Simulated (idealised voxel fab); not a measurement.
The process module that follows is named voxel double patterning.
Cross-section cut spans 180 nm and uses square cells 5 nm in size.
Format of a cross-section: grid, square cells. Given as bands. Order: top down. Band: one or more rows of cells.
Top, bottom (nm), then materials left to right with widths (nm); lone material tagged "edge to edge" fills the whole band edge to edge; "air" = empty space.
Heights are reckoned from 0. Under this level, the received wafer is all of one material. The bottommost band is open-ended downward, for example "0 down".
A width given as "30->40" starts at the first number in the band's top row and ends at the second number in its bottom row, shifting by an equal amount at every step from row to row.
Given "no alteration" for a step, no cell of the cross-section differs between before and after that step.
"Completely enclosed voids" lists enclosed empty spaces (at least 8 cells, no open path upward to the top), each as width x height at distance from the left edge, in nm.
That trailing text on a step's line, after the settings, is the simulator's own remark on the step.
overlay nm: right-of-plan distance of the mask on a masked step; negative values mean left-of-plan.
## Below is the list of planned process steps
step 1: RECEIVE,material Si
step 2: CONFORMAL_DEP,material SiO2,thk nm 10
step 3: DIRECTIONAL_DEP,material polySi,thk nm 20
step 4: DIRECTIONAL_DEP,material SiN,thk nm 5
step 5: DIRECTIONAL_DEP,material aC,thk nm 10
step 6: PATTERN,tone open,mask id FIRST,material resist,width nm 15,pitch nm 50,thk nm 25,overlay nm 0
step 7: DIRECTIONAL_ETCH,etch materials aC,depth nm 10
step 8: STRIP,etch materials resist
step 9: DIRECTIONAL_ETCH,etch materials SiN,depth nm 5
step 10: STRIP,etch materials aC
step 11: DIRECTIONAL_DEP,material aC,thk nm 15
step 12: PATTERN,tone open,mask id SECOND,material resist,width nm 15,pitch nm 50,thk nm 30,overlay nm 0
step 13: DIRECTIONAL_ETCH,etch materials aC,depth nm 15
step 14: STRIP,etch materials resist
step 15: DIRECTIONAL_ETCH,etch materials SiN,depth nm 5
step 16: STRIP,etch materials aC
step 17: DIRECTIONAL_ETCH,etch materials polySi,depth nm 10
step 18: STRIP,etch materials SiN
It is noted that the wafers described herein are identical at the outset and are distinguished by the depth nm of step 17; the value stated in the plan corresponds to the first wafer.
## First of several wafers (as received, post step 1), cross-sectional view
    0 down | Si edge to edge
    Completely enclosed voids: none
## Per wafer (row), end of module: delta in cells per material since receipt, (+) for gained, (-) for lost; closed voids after that
depth nm 10, +72 SiO2, +114 polySi, Completely enclosed voids: none
depth nm 15, +72 SiO2, +99 polySi, Completely enclosed voids: none
depth nm 20, +72 SiO2, +84 polySi, Completely enclosed voids: none
depth nm 25, +72 SiO2, +84 polySi, Completely enclosed voids: none
depth nm 30, +72 SiO2, +84 polySi, Completely enclosed voids: none
depth nm 35, +72 SiO2, +84 polySi, Completely enclosed voids: none
